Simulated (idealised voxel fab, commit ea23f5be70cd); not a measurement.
You're looking at the process module voxel transistor to metal.
Each square cell in cross-section cut measures 5 nm, and the section as a whole is 155 nm wide.
Each cross-section below is a grid of square cells, stated as bands in top-down order, with one or more rows of cells making up each band. For a band, the entry starts with two heights in nm, that of the top and then that of the bottom, and carries on with the band's materials in order from left to right, each alongside its width in nm; the word "all across" beside a single material means it fills the band edge to edge, and "blank" means empty space. A quick word on heights: they are counted from 0, and under that level the wafer as it came to us is one material throughout. The lowest band is different from the rest in having no bottom; it simply continues downward, written as in "0 nm and below". Quick explanation for "30->40": the width changes in equal steps down the rows of cells, from the first number in the band's top row to the second number in its bottom row. Step marked "no change occurred"? Then no cell in the cross-section changed in it. Empty spaces counting at least 8 cells and having no open way to the top are listed in "Voids, sealed". The notation width x height at distance is used for each, the distance being from the left edge and all three values in nm. Formally, on a step line, whatever follows the settings is a remark that the simulator itself makes on the step. overlay nm: right-of-plan distance of the mask on a masked step; negative values mean left-of-plan. Each of the pairs that make up the rest of this document says: here is the cross-section before one process step, here is the cross-section after it, drawn only down to the lowest band that changed, and here, under the pair, is the step lying between them with its settings. Different pairs may come from different runs of this module on the same starting wafer, so a pair continues from the pair above it only where its entry headed "Pre-step condition" says so.

**Pre-step condition**
    110 nm to 95 nm  aC 25 nm, then blank 20 nm, then aC 60 nm, then blank 20 nm, then aC 30 nm
    95 nm to 90 nm  SiO2 25 nm, then blank 20 nm, then SiO2 60 nm, then blank 20 nm, then SiO2 30 nm
    90 nm to 75 nm  SiO2 25 nm, then blank 15 nm, then aC 5 nm, then SiO2 60 nm, then blank 15 nm, then aC 5 nm, then SiO2 30 nm
    75 nm to 60 nm  SiO2 all across
    60 nm to 55 nm  SiCN all across
    55 nm to 30 nm  SiO2 20 nm, then SiN 5 nm, then W 20 nm, then SiN 5 nm, then SiO2 50 nm, then SiN 5 nm, then W 20 nm, then SiN 5 nm, then SiO2 25 nm
    30 nm to 25 nm  SiN 25 nm, then TiN 20 nm, then SiN 60 nm, then TiN 20 nm, then SiN 30 nm
    25 nm to 15 nm  SiO2 25 nm, then TiN 5 nm, then W 10 nm, then TiN 5 nm, then SiO2 60 nm, then TiN 5 nm, then W 10 nm, then TiN 5 nm, then SiO2 30 nm
    15 nm to 5 nm  SiO2 25 nm, then TiN 5 nm, then W 10 nm, then TiN 5 nm, then SiO2 5 nm, then SiN 5 nm, then HfO2 15 nm, then TiN 10 nm, then HfO2 15 nm, then SiN 5 nm, then SiO2 5 nm, then TiN 5 nm, then W 10 nm, then TiN 5 nm, then SiO2 30 nm
    5 nm to 0 nm  SiO2 25 nm, then TiN 5 nm, then W 5 nm, then TiN 10 nm, then SiO2 5 nm, then SiN 5 nm, then HfO2 40 nm, then SiN 5 nm, then SiO2 5 nm, then TiN 10 nm, then W 5 nm, then TiN 5 nm, then SiO2 30 nm
    0 nm to -5 nm  SiO2 20 nm, then SiN 5 nm, then TiN 15 nm, then pSi 10 nm, then SiN 5 nm, then HfO2 40 nm, then SiN 5 nm, then pSi 10 nm, then TiN 15 nm, then SiN 5 nm, then SiO2 25 nm
    -5 nm to -10 nm  SiO2 25 nm, then pSi 25 nm, then SiO2 5 nm, then HfO2 40 nm, then SiO2 5 nm, then pSi 25 nm, then SiO2 30 nm
    -10 nm to -15 nm  SiO2 25 nm, then pSi 25 nm, then Si 50 nm, then pSi 25 nm, then SiO2 30 nm
    -15 nm to -30 nm  SiO2 25 nm, then Si 100 nm, then SiO2 30 nm
    -30 nm and below  Si all across
    Voids, sealed: none

**Post-Step Snapshot**
    110 nm to 95 nm  aC 25 nm, then blank 20 nm, then aC 60 nm, then blank 20 nm, then aC 30 nm
    95 nm to 90 nm  SiO2 25 nm, then blank 20 nm, then SiO2 60 nm, then blank 20 nm, then SiO2 30 nm
    90 nm to 75 nm  SiO2 25 nm, then blank 15 nm, then aC 5 nm, then SiO2 60 nm, then blank 15 nm, then aC 5 nm, then SiO2 30 nm
    75 nm to 60 nm  SiO2 25 nm, then blank 15 nm, then SiO2 65 nm, then blank 15 nm, then SiO2 35 nm
    Under 60: no change, same as before.
    Voids, sealed: none
Going from one cross-section above to the next, the wafer undergoes DIRECTIONAL_ETCH (etch materials SiO2; depth nm 15)

Pre-step condition: check the pair just above; its after cross-section is our before state.

**Post-Step Snapshot**
    110 nm to 95 nm  aC 25 nm, then blank 20 nm, then aC 60 nm, then blank 20 nm, then aC 30 nm
    95 nm to 90 nm  SiO2 25 nm, then blank 20 nm, then SiO2 60 nm, then blank 20 nm, then SiO2 30 nm
    90 nm to 75 nm  SiO2 25 nm, then blank 15 nm, then aC 5 nm, then SiO2 60 nm, then blank 15 nm, then aC 5 nm, then SiO2 30 nm
    75 nm to 60 nm  SiO2 25 nm, then blank 15 nm, then SiO2 65 nm, then blank 15 nm, then SiO2 35 nm
    60 nm to 55 nm  SiCN 25 nm, then blank 15 nm, then SiCN 65 nm, then blank 15 nm, then SiCN 35 nm
    Under 55: no change, same as before.
    Voids, sealed: none
Going from one cross-section above to the next, the wafer undergoes DIRECTIONAL_ETCH (etch materials SiCN; depth nm 5)

Pre-step condition: check the pair just above; its after cross-section is our before state.

**Post-Step Snapshot**
    95 nm to 75 nm  SiO2 25 nm, then blank 20 nm, then SiO2 60 nm, then blank 20 nm, then SiO2 30 nm
    Under 75: no change, same as before.
    Voids, sealed: none
Going from one cross-section above to the next, the wafer undergoes STRIP (etch materials aC)

Pre-step condition: check the pair just above; its after cross-section is our before state.

**Post-Step Snapshot**
    100 nm to 95 nm  TiN 30 nm, then blank 10 nm, then TiN 70 nm, then blank 10 nm, then TiN 35 nm
    95 nm to 80 nm  SiO2 25 nm, then TiN 5 nm, then blank 10 nm, then TiN 5 nm, then SiO2 60 nm, then TiN 5 nm, then blank 10 nm, then TiN 5 nm, then SiO2 30 nm
    80 nm to 75 nm  SiO2 25 nm, then TiN 5 nm, then blank 5 nm, then TiN 10 nm, then SiO2 60 nm, then TiN 5 nm, then blank 5 nm, then TiN 10 nm, then SiO2 30 nm
    75 nm to 60 nm  SiO2 25 nm, then TiN 5 nm, then blank 5 nm, then TiN 5 nm, then SiO2 65 nm, then TiN 5 nm, then blank 5 nm, then TiN 5 nm, then SiO2 35 nm
    60 nm to 55 nm  SiCN 25 nm, then TiN 15 nm, then SiCN 65 nm, then TiN 15 nm, then SiCN 35 nm
    Under 55: no change, same as before.
    Voids, sealed: none
Going from one cross-section above to the next, the wafer undergoes CONFORMAL_DEP (material TiN; thk nm 5)

Pre-step condition: check the pair just above; its after cross-section is our before state.

**Post-Step Snapshot**
    110 nm to 100 nm  Cu all across
    100 nm to 95 nm  TiN 30 nm, then Cu 10 nm, then TiN 70 nm, then Cu 10 nm, then TiN 35 nm
    95 nm to 80 nm  SiO2 25 nm, then TiN 5 nm, then Cu 10 nm, then TiN 5 nm, then SiO2 60 nm, then TiN 5 nm, then Cu 10 nm, then TiN 5 nm, then SiO2 30 nm
    80 nm to 75 nm  SiO2 25 nm, then TiN 5 nm, then Cu 5 nm, then TiN 10 nm, then SiO2 60 nm, then TiN 5 nm, then Cu 5 nm, then TiN 10 nm, then SiO2 30 nm
    75 nm to 60 nm  SiO2 25 nm, then TiN 5 nm, then Cu 5 nm, then TiN 5 nm, then SiO2 65 nm, then TiN 5 nm, then Cu 5 nm, then TiN 5 nm, then SiO2 35 nm
    Under 60: no change, same as before.
    Voids, sealed: none
Going from one cross-section above to the next, the wafer undergoes FILL_DEP (material Cu; thk nm 10)

Pre-step condition: check the pair just above; its after cross-section is our before state.

**Post-Step Snapshot**
    95 nm to 80 nm  SiO2 25 nm, then TiN 5 nm, then Cu 10 nm, then TiN 5 nm, then SiO2 60 nm, then TiN 5 nm, then Cu 10 nm, then TiN 5 nm, then SiO2 30 nm
    Under 80: no change, same as before.
    Voids, sealed: none
Going from one cross-section above to the next, the wafer undergoes CMP (height nm 95)

Pre-step condition: check the pair just above; its after cross-section is our before state.

**Post-Step Snapshot**
    100 nm to 95 nm  SiCN all across
    Under 95: no change, same as before.
    Voids, sealed: none
Going from one cross-section above to the next, the wafer undergoes CONFORMAL_DEP (material SiCN; thk nm 5)

**Pre-step condition**
    105 nm to 95 nm  aC all across
    95 nm to 60 nm  SiO2 all across
    60 nm to 55 nm  SiCN all across
    55 nm to 30 nm  SiO2 20 nm, then SiN 5 nm, then W 20 nm, then SiN 5 nm, then SiO2 50 nm, then SiN 5 nm, then W 20 nm, then SiN 5 nm, then SiO2 25 nm
    30 nm to 25 nm  SiN 25 nm, then TiN 20 nm, then SiN 60 nm, then TiN 20 nm, then SiN 30 nm
    25 nm to 15 nm  SiO2 25 nm, then TiN 5 nm, then W 10 nm, then TiN 5 nm, then SiO2 60 nm, then TiN 5 nm, then W 10 nm, then TiN 5 nm, then SiO2 30 nm
    15 nm to 5 nm  SiO2 25 nm, then TiN 5 nm, then W 10 nm, then TiN 5 nm, then SiO2 5 nm, then SiN 5 nm, then HfO2 5 nm, then TiN 5 nm, then W 20 nm, then TiN 5 nm, then HfO2 5 nm, then SiN 5 nm, then SiO2 5 nm, then TiN 5 nm, then W 10 nm, then TiN 5 nm, then SiO2 30 nm
    5 nm to 0 nm  SiO2 25 nm, then TiN 5 nm, then W 5 nm, then TiN 10 nm, then SiO2 5 nm, then SiN 5 nm, then HfO2 5 nm, then TiN 5 nm, then W 20 nm, then TiN 5 nm, then HfO2 5 nm, then SiN 5 nm, then SiO2 5 nm, then TiN 10 nm, then W 5 nm, then TiN 5 nm, then SiO2 30 nm
    0 nm to -5 nm  SiO2 20 nm, then SiN 5 nm, then TiN 15 nm, then pSi 10 nm, then SiN 5 nm, then HfO2 5 nm, then TiN 30 nm, then HfO2 5 nm, then SiN 5 nm, then pSi 10 nm, then TiN 15 nm, then SiN 5 nm, then SiO2 25 nm
    -5 nm to -10 nm  SiO2 25 nm, then pSi 25 nm, then SiO2 5 nm, then HfO2 40 nm, then SiO2 5 nm, then pSi 25 nm, then SiO2 30 nm
    -10 nm to -15 nm  SiO2 25 nm, then pSi 25 nm, then Si 50 nm, then pSi 25 nm, then SiO2 30 nm
    -15 nm to -30 nm  SiO2 25 nm, then Si 100 nm, then SiO2 30 nm
    -30 nm and below  Si all across
    Voids, sealed: none

**Post-Step Snapshot**
    135 nm to 105 nm  resist 20 nm, then blank 30 nm, then resist 50 nm, then blank 30 nm, then resist 25 nm
    Under 105: no change, same as before.
    Voids, sealed: none
Going from one cross-section above to the next, the wafer undergoes PATTERN (tone open; mask id METAL_2; material resist; width nm 30; pitch nm 80; thk nm 30; overlay nm 0)

Pre-step condition: check the pair just above; its after cross-section is our before state.

**Post-Step Snapshot**
    125 nm to 105 nm  resist 20 nm, then blank 30 nm, then resist 50 nm, then blank 30 nm, then resist 25 nm
    105 nm to 95 nm  aC 20 nm, then blank 30 nm, then aC 50 nm, then blank 30 nm, then aC 25 nm
    Under 95: no change, same as before.
    Voids, sealed: none
Going from one cross-section above to the next, the wafer undergoes DIRECTIONAL_ETCH (etch materials aC; depth nm 10)

Pre-step condition: check the pair just above; its after cross-section is our before state.

**Post-Step Snapshot**
    105 nm to 95 nm  aC 20 nm, then blank 30 nm, then aC 50 nm, then blank 30 nm, then aC 25 nm
    Under 95: no change, same as before.
    Voids, sealed: none
Going from one cross-section above to the next, the wafer undergoes STRIP (etch materials resist)

Pre-step condition: check the pair just above; its after cross-section is our before state.

**Post-Step Snapshot**
    105 nm to 95 nm  aC 20 nm, then blank 30 nm, then aC 50 nm, then blank 30 nm, then aC 25 nm
    95 nm to 75 nm  SiO2 20 nm, then blank 30 nm, then SiO2 50 nm, then blank 30 nm, then SiO2 25 nm
    Under 75: no change, same as before.
    Voids, sealed: none
Going from one cross-section above to the next, the wafer undergoes DIRECTIONAL_ETCH (etch materials SiO2; depth nm 20)

Pre-step condition: check the pair just above; its after cross-section is our before state.

**Post-Step Snapshot**
    95 nm to 75 nm  SiO2 20 nm, then blank 30 nm, then SiO2 50 nm, then blank 30 nm, then SiO2 25 nm
    Under 75: no change, same as before.
    Voids, sealed: none
Going from one cross-section above to the next, the wafer undergoes STRIP (etch materials aC)

Pre-step condition: check the pair just above; its after cross-section is our before state.

**Post-Step Snapshot**
    110 nm to 95 nm  aC 20 nm, then blank 30 nm, then aC 50 nm, then blank 30 nm, then aC 25 nm
    95 nm to 90 nm  SiO2 20 nm, then blank 30 nm, then SiO2 50 nm, then blank 30 nm, then SiO2 25 nm
    90 nm to 75 nm  SiO2 20 nm, then aC 30 nm, then SiO2 50 nm, then aC 30 nm, then SiO2 25 nm
    Under 75: no change, same as before.
    Voids, sealed: none
Going from one cross-section above to the next, the wafer undergoes DIRECTIONAL_DEP (material aC; thk nm 15)

Pre-step condition: check the pair just above; its after cross-section is our before state.

**Post-Step Snapshot**
    140 nm to 110 nm  resist 25 nm, then blank 15 nm, then resist 65 nm, then blank 15 nm, then resist 35 nm
    110 nm to 95 nm  aC 20 nm, then resist 5 nm, then blank 15 nm, then resist 10 nm, then aC 50 nm, then resist 5 nm, then blank 15 nm, then resist 10 nm, then aC 25 nm
    95 nm to 90 nm  SiO2 20 nm, then resist 5 nm, then blank 15 nm, then resist 10 nm, then SiO2 50 nm, then resist 5 nm, then blank 15 nm, then resist 10 nm, then SiO2 25 nm
    Under 90: no change, same as before.
    Voids, sealed: none
Going from one cross-section above to the next, the wafer undergoes PATTERN (tone open; mask id METAL_2_HOLES; material resist; width nm 15; pitch nm 80; thk nm 30; overlay nm 0)

Pre-step condition: check the pair just above; its after cross-section is our before state.

**Post-Step Snapshot**
    125 nm to 110 nm  resist 25 nm, then blank 15 nm, then resist 65 nm, then blank 15 nm, then resist 35 nm
    110 nm to 95 nm  aC 20 nm, then resist 5 nm, then blank 15 nm, then resist 10 nm, then aC 50 nm, then resist 5 nm, then blank 15 nm, then resist 10 nm, then aC 25 nm
    95 nm to 90 nm  SiO2 20 nm, then resist 5 nm, then blank 15 nm, then resist 10 nm, then SiO2 50 nm, then resist 5 nm, then blank 15 nm, then resist 10 nm, then SiO2 25 nm
    90 nm to 75 nm  SiO2 20 nm, then aC 5 nm, then blank 15 nm, then aC 10 nm, then SiO2 50 nm, then aC 5 nm, then blank 15 nm, then aC 10 nm, then SiO2 25 nm
    Under 75: no change, same as before.
    Voids, sealed: none
Going from one cross-section above to the next, the wafer undergoes DIRECTIONAL_ETCH (etch materials aC; depth nm 15)

Pre-step condition: check the pair just above; its after cross-section is our before state.

**Post-Step Snapshot**
    110 nm to 95 nm  aC 20 nm, then blank 30 nm, then aC 50 nm, then blank 30 nm, then aC 25 nm
    95 nm to 90 nm  SiO2 20 nm, then blank 30 nm, then SiO2 50 nm, then blank 30 nm, then SiO2 25 nm
    Under 90: no change, same as before.
    Voids, sealed: none
Going from one cross-section above to the next, the wafer undergoes STRIP (etch materials resist)

Pre-step condition: check the pair just above; its after cross-section is our before state.

**Post-Step Snapshot**
    110 nm to 95 nm  aC 20 nm, then blank 30 nm, then aC 50 nm, then blank 30 nm, then aC 25 nm
    95 nm to 90 nm  SiO2 20 nm, then blank 30 nm, then SiO2 50 nm, then blank 30 nm, then SiO2 25 nm
    90 nm to 75 nm  SiO2 20 nm, then aC 5 nm, then blank 15 nm, then aC 10 nm, then SiO2 50 nm, then aC 5 nm, then blank 15 nm, then aC 10 nm, then SiO2 25 nm
    75 nm to 60 nm  SiO2 25 nm, then blank 15 nm, then SiO2 65 nm, then blank 15 nm, then SiO2 35 nm
    Under 60: no change, same as before.
    Voids, sealed: none
Going from one cross-section above to the next, the wafer undergoes DIRECTIONAL_ETCH (etch materials SiO2; depth nm 15)

Pre-step condition: check the pair just above; its after cross-section is our before state.

**Post-Step Snapshot**
    110 nm to 95 nm  aC 20 nm, then blank 30 nm, then aC 50 nm, then blank 30 nm, then aC 25 nm
    95 nm to 90 nm  SiO2 20 nm, then blank 30 nm, then SiO2 50 nm, then blank 30 nm, then SiO2 25 nm
    90 nm to 75 nm  SiO2 20 nm, then aC 5 nm, then blank 15 nm, then aC 10 nm, then SiO2 50 nm, then aC 5 nm, then blank 15 nm, then aC 10 nm, then SiO2 25 nm
    75 nm to 60 nm  SiO2 25 nm, then blank 15 nm, then SiO2 65 nm, then blank 15 nm, then SiO2 35 nm
    60 nm to 55 nm  SiCN 25 nm, then blank 15 nm, then SiCN 65 nm, then blank 15 nm, then SiCN 35 nm
    Under 55: no change, same as before.
    Voids, sealed: none
Going from one cross-section above to the next, the wafer undergoes DIRECTIONAL_ETCH (etch materials SiCN; depth nm 5)

Pre-step condition: check the pair just above; its after cross-section is our before state.

**Post-Step Snapshot**
    95 nm to 75 nm  SiO2 20 nm, then blank 30 nm, then SiO2 50 nm, then blank 30 nm, then SiO2 25 nm
    Under 75: no change, same as before.
    Voids, sealed: none
Going from one cross-section above to the next, the wafer undergoes STRIP (etch materials aC)

Pre-step condition: check the pair just above; its after cross-section is our before state.

**Post-Step Snapshot**
    100 nm to 95 nm  TiN 25 nm, then blank 20 nm, then TiN 60 nm, then blank 20 nm, then TiN 30 nm
    95 nm to 80 nm  SiO2 20 nm, then TiN 5 nm, then blank 20 nm, then TiN 5 nm, then SiO2 50 nm, then TiN 5 nm, then blank 20 nm, then TiN 5 nm, then SiO2 25 nm
    80 nm to 75 nm  SiO2 20 nm, then TiN 10 nm, then blank 5 nm, then TiN 15 nm, then SiO2 50 nm, then TiN 10 nm, then blank 5 nm, then TiN 15 nm, then SiO2 25 nm
    75 nm to 60 nm  SiO2 25 nm, then TiN 5 nm, then blank 5 nm, then TiN 5 nm, then SiO2 65 nm, then TiN 5 nm, then blank 5 nm, then TiN 5 nm, then SiO2 35 nm
    60 nm to 55 nm  SiCN 25 nm, then TiN 15 nm, then SiCN 65 nm, then TiN 15 nm, then SiCN 35 nm
    Under 55: no change, same as before.
    Voids, sealed: none
Going from one cross-section above to the next, the wafer undergoes CONFORMAL_DEP (material TiN; thk nm 5)

Pre-step condition: check the pair just above; its after cross-section is our before state.

**Post-Step Snapshot**
    110 nm to 100 nm  Cu all across
    100 nm to 95 nm  TiN 25 nm, then Cu 20 nm, then TiN 60 nm, then Cu 20 nm, then TiN 30 nm
    95 nm to 80 nm  SiO2 20 nm, then TiN 5 nm, then Cu 20 nm, then TiN 5 nm, then SiO2 50 nm, then TiN 5 nm, then Cu 20 nm, then TiN 5 nm, then SiO2 25 nm
    80 nm to 75 nm  SiO2 20 nm, then TiN 10 nm, then Cu 5 nm, then TiN 15 nm, then SiO2 50 nm, then TiN 10 nm, then Cu 5 nm, then TiN 15 nm, then SiO2 25 nm
    75 nm to 60 nm  SiO2 25 nm, then TiN 5 nm, then Cu 5 nm, then TiN 5 nm, then SiO2 65 nm, then TiN 5 nm, then Cu 5 nm, then TiN 5 nm, then SiO2 35 nm
    Under 60: no change, same as before.
    Voids, sealed: none
Going from one cross-section above to the next, the wafer undergoes FILL_DEP (material Cu; thk nm 10)

Pre-step condition: check the pair just above; its after cross-section is our before state.

**Post-Step Snapshot**
    95 nm to 80 nm  SiO2 20 nm, then TiN 5 nm, then Cu 20 nm, then TiN 5 nm, then SiO2 50 nm, then TiN 5 nm, then Cu 20 nm, then TiN 5 nm, then SiO2 25 nm
    Under 80: no change, same as before.
    Voids, sealed: none
Going from one cross-section above to the next, the wafer undergoes CMP (height nm 95)

Pre-step condition: check the pair just above; its after cross-section is our before state.

**Post-Step Snapshot**
    100 nm to 95 nm  SiCN all across
    Under 95: no change, same as before.
    Voids, sealed: none
Going from one cross-section above to the next, the wafer undergoes CONFORMAL_DEP (material SiCN; thk nm 5)

**Pre-step condition**
    110 nm to 95 nm  aC 25 nm, then blank 20 nm, then aC 60 nm, then blank 20 nm, then aC 30 nm
    95 nm to 90 nm  SiO2 25 nm, then blank 20 nm, then SiO2 60 nm, then blank 20 nm, then SiO2 30 nm
    90 nm to 75 nm  SiO2 25 nm, then aC 20 nm, then SiO2 60 nm, then aC 20 nm, then SiO2 30 nm
    75 nm to 60 nm  SiO2 all across
    60 nm to 55 nm  SiCN all across
    55 nm to 30 nm  SiO2 20 nm, then SiN 5 nm, then W 20 nm, then SiN 5 nm, then SiO2 50 nm, then SiN 5 nm, then W 20 nm, then SiN 5 nm, then SiO2 25 nm
    30 nm to 25 nm  SiN 25 nm, then TiN 20 nm, then SiN 60 nm, then TiN 20 nm, then SiN 30 nm
    25 nm to 15 nm  SiO2 25 nm, then TiN 5 nm, then W 10 nm, then TiN 5 nm, then SiO2 60 nm, then TiN 5 nm, then W 10 nm, then TiN 5 nm, then SiO2 30 nm
    15 nm to 5 nm  SiO2 25 nm, then TiN 5 nm, then W 10 nm, then TiN 5 nm, then SiO2 5 nm, then SiN 5 nm, then HfO2 5 nm, then TiN 5 nm, then W 20 nm, then TiN 5 nm, then HfO2 5 nm, then SiN 5 nm, then SiO2 5 nm, then TiN 5 nm, then W 10 nm, then TiN 5 nm, then SiO2 30 nm
    5 nm to 0 nm  SiO2 25 nm, then TiN 5 nm, then W 5 nm, then TiN 10 nm, then SiO2 5 nm, then SiN 5 nm, then HfO2 5 nm, then TiN 5 nm, then W 20 nm, then TiN 5 nm, then HfO2 5 nm, then SiN 5 nm, then SiO2 5 nm, then TiN 10 nm, then W 5 nm, then TiN 5 nm, then SiO2 30 nm
    0 nm to -5 nm  SiO2 20 nm, then SiN 5 nm, then TiN 15 nm, then pSi 10 nm, then SiN 5 nm, then HfO2 5 nm, then TiN 30 nm, then HfO2 5 nm, then SiN 5 nm, then pSi 10 nm, then TiN 15 nm, then SiN 5 nm, then SiO2 25 nm
    -5 nm to -10 nm  SiO2 25 nm, then pSi 25 nm, then SiO2 5 nm, then HfO2 40 nm, then SiO2 5 nm, then pSi 25 nm, then SiO2 30 nm
    -10 nm to -15 nm  SiO2 25 nm, then pSi 25 nm, then Si 50 nm, then pSi 25 nm, then SiO2 30 nm
    -15 nm to -30 nm  SiO2 25 nm, then Si 100 nm, then SiO2 30 nm
    -30 nm and below  Si all across
    Voids, sealed: none

**Post-Step Snapshot**
    140 nm to 110 nm  resist 35 nm, then blank 15 nm, then resist 65 nm, then blank 15 nm, then resist 25 nm
    110 nm to 95 nm  aC 25 nm, then resist 10 nm, then blank 10 nm, then aC 60 nm, then resist 10 nm, then blank 10 nm, then aC 30 nm
    95 nm to 90 nm  SiO2 25 nm, then resist 10 nm, then blank 10 nm, then SiO2 60 nm, then resist 10 nm, then blank 10 nm, then SiO2 30 nm
    Under 90: no change, same as before.
    Voids, sealed: none
Going from one cross-section above to the next, the wafer undergoes PATTERN (tone open; mask id METAL_2_HOLES; material resist; width nm 15; pitch nm 80; thk nm 30; overlay nm 10)

Pre-step condition: check the pair just above; its after cross-section is our before state.

**Post-Step Snapshot**
    125 nm to 110 nm  resist 35 nm, then blank 15 nm, then resist 65 nm, then blank 15 nm, then resist 25 nm
    110 nm to 95 nm  aC 25 nm, then resist 10 nm, then blank 15 nm, then aC 55 nm, then resist 10 nm, then blank 15 nm, then aC 25 nm
    95 nm to 90 nm  SiO2 25 nm, then resist 10 nm, then blank 10 nm, then SiO2 60 nm, then resist 10 nm, then blank 10 nm, then SiO2 30 nm
    90 nm to 75 nm  SiO2 25 nm, then aC 10 nm, then blank 10 nm, then SiO2 60 nm, then aC 10 nm, then blank 10 nm, then SiO2 30 nm
    Under 75: no change, same as before.
    Voids, sealed: none
Going from one cross-section above to the next, the wafer undergoes DIRECTIONAL_ETCH (etch materials aC; depth nm 15)

Pre-step condition: check the pair just above; its after cross-section is our before state.

**Post-Step Snapshot**
    110 nm to 95 nm  aC 25 nm, then blank 25 nm, then aC 55 nm, then blank 25 nm, then aC 25 nm
    95 nm to 90 nm  SiO2 25 nm, then blank 20 nm, then SiO2 60 nm, then blank 20 nm, then SiO2 30 nm
    Under 90: no change, same as before.
    Voids, sealed: none
Going from one cross-section above to the next, the wafer undergoes STRIP (etch materials resist)

Pre-step condition: check the pair just above; its after cross-section is our before state.

**Post-Step Snapshot**
    110 nm to 95 nm  aC 25 nm, then blank 25 nm, then aC 55 nm, then blank 25 nm, then aC 25 nm
    95 nm to 90 nm  SiO2 25 nm, then blank 25 nm, then SiO2 55 nm, then blank 25 nm, then SiO2 25 nm
    90 nm to 80 nm  SiO2 25 nm, then aC 10 nm, then blank 15 nm, then SiO2 55 nm, then aC 10 nm, then blank 15 nm, then SiO2 25 nm
    80 nm to 75 nm  SiO2 25 nm, then aC 10 nm, then blank 10 nm, then SiO2 60 nm, then aC 10 nm, then blank 10 nm, then SiO2 30 nm
    75 nm to 60 nm  SiO2 35 nm, then blank 10 nm, then SiO2 70 nm, then blank 10 nm, then SiO2 30 nm
    Under 60: no change, same as before.
    Voids, sealed: none
Going from one cross-section above to the next, the wafer undergoes DIRECTIONAL_ETCH (etch materials SiO2; depth nm 15)

Pre-step condition: check the pair just above; its after cross-section is our before state.

**Post-Step Snapshot**
    110 nm to 95 nm  aC 25 nm, then blank 25 nm, then aC 55 nm, then blank 25 nm, then aC 25 nm
    95 nm to 90 nm  SiO2 25 nm, then blank 25 nm, then SiO2 55 nm, then blank 25 nm, then SiO2 25 nm
    90 nm to 80 nm  SiO2 25 nm, then aC 10 nm, then blank 15 nm, then SiO2 55 nm, then aC 10 nm, then blank 15 nm, then SiO2 25 nm
    80 nm to 75 nm  SiO2 25 nm, then aC 10 nm, then blank 10 nm, then SiO2 60 nm, then aC 10 nm, then blank 10 nm, then SiO2 30 nm
    75 nm to 60 nm  SiO2 35 nm, then blank 10 nm, then SiO2 70 nm, then blank 10 nm, then SiO2 30 nm
    60 nm to 55 nm  SiCN 35 nm, then blank 10 nm, then SiCN 70 nm, then blank 10 nm, then SiCN 30 nm
    Under 55: no change, same as before.
    Voids, sealed: none
Going from one cross-section above to the next, the wafer undergoes DIRECTIONAL_ETCH (etch materials SiCN; depth nm 5)

Pre-step condition: check the pair just above; its after cross-section is our before state.

**Post-Step Snapshot**
    95 nm to 80 nm  SiO2 25 nm, then blank 25 nm, then SiO2 55 nm, then blank 25 nm, then SiO2 25 nm
    80 nm to 75 nm  SiO2 25 nm, then blank 20 nm, then SiO2 60 nm, then blank 20 nm, then SiO2 30 nm
    Under 75: no change, same as before.
    Voids, sealed: none
Going from one cross-section above to the next, the wafer undergoes STRIP (etch materials aC)

Pre-step condition: check the pair just above; its after cross-section is our before state.

**Post-Step Snapshot**
    100 nm to 95 nm  TiN 30 nm, then blank 15 nm, then TiN 65 nm, then blank 15 nm, then TiN 30 nm
    95 nm to 85 nm  SiO2 25 nm, then TiN 5 nm, then blank 15 nm, then TiN 5 nm, then SiO2 55 nm, then TiN 5 nm, then blank 15 nm, then TiN 5 nm, then SiO2 25 nm
    85 nm to 80 nm  SiO2 25 nm, then TiN 5 nm, then blank 10 nm, then TiN 10 nm, then SiO2 55 nm, then TiN 5 nm, then blank 10 nm, then TiN 10 nm, then SiO2 25 nm
    80 nm to 75 nm  SiO2 25 nm, then TiN 20 nm, then SiO2 60 nm, then TiN 20 nm, then SiO2 30 nm
    75 nm to 60 nm  SiO2 35 nm, then TiN 10 nm, then SiO2 70 nm, then TiN 10 nm, then SiO2 30 nm
    60 nm to 55 nm  SiCN 35 nm, then TiN 10 nm, then SiCN 70 nm, then TiN 10 nm, then SiCN 30 nm
    Under 55: no change, same as before.
    Voids, sealed: none
Going from one cross-section above to the next, the wafer undergoes CONFORMAL_DEP (material TiN; thk nm 5)

Pre-step condition: check the pair just above; its after cross-section is our before state.

**Post-Step Snapshot**
    110 nm to 100 nm  Cu all across
    100 nm to 95 nm  TiN 30 nm, then Cu 15 nm, then TiN 65 nm, then Cu 15 nm, then TiN 30 nm
    95 nm to 85 nm  SiO2 25 nm, then TiN 5 nm, then Cu 15 nm, then TiN 5 nm, then SiO2 55 nm, then TiN 5 nm, then Cu 15 nm, then TiN 5 nm, then SiO2 25 nm
    85 nm to 80 nm  SiO2 25 nm, then TiN 5 nm, then Cu 10 nm, then TiN 10 nm, then SiO2 55 nm, then TiN 5 nm, then Cu 10 nm, then TiN 10 nm, then SiO2 25 nm
    Under 80: no change, same as before.
    Voids, sealed: none
Going from one cross-section above to the next, the wafer undergoes FILL_DEP (material Cu; thk nm 10)

Pre-step condition: check the pair just above; its after cross-section is our before state.

**Post-Step Snapshot**
    95 nm to 85 nm  SiO2 25 nm, then TiN 5 nm, then Cu 15 nm, then TiN 5 nm, then SiO2 55 nm, then TiN 5 nm, then Cu 15 nm, then TiN 5 nm, then SiO2 25 nm
    Under 85: no change, same as before.
    Voids, sealed: none
Going from one cross-section above to the next, the wafer undergoes CMP (height nm 95)

Pre-step condition: check the pair just above; its after cross-section is our before state.

**Post-Step Snapshot**
    100 nm to 95 nm  SiCN all across
    Under 95: no change, same as before.
    Voids, sealed: none
Going from one cross-section above to the next, the wafer undergoes CONFORMAL_DEP (material SiCN; thk nm 5)
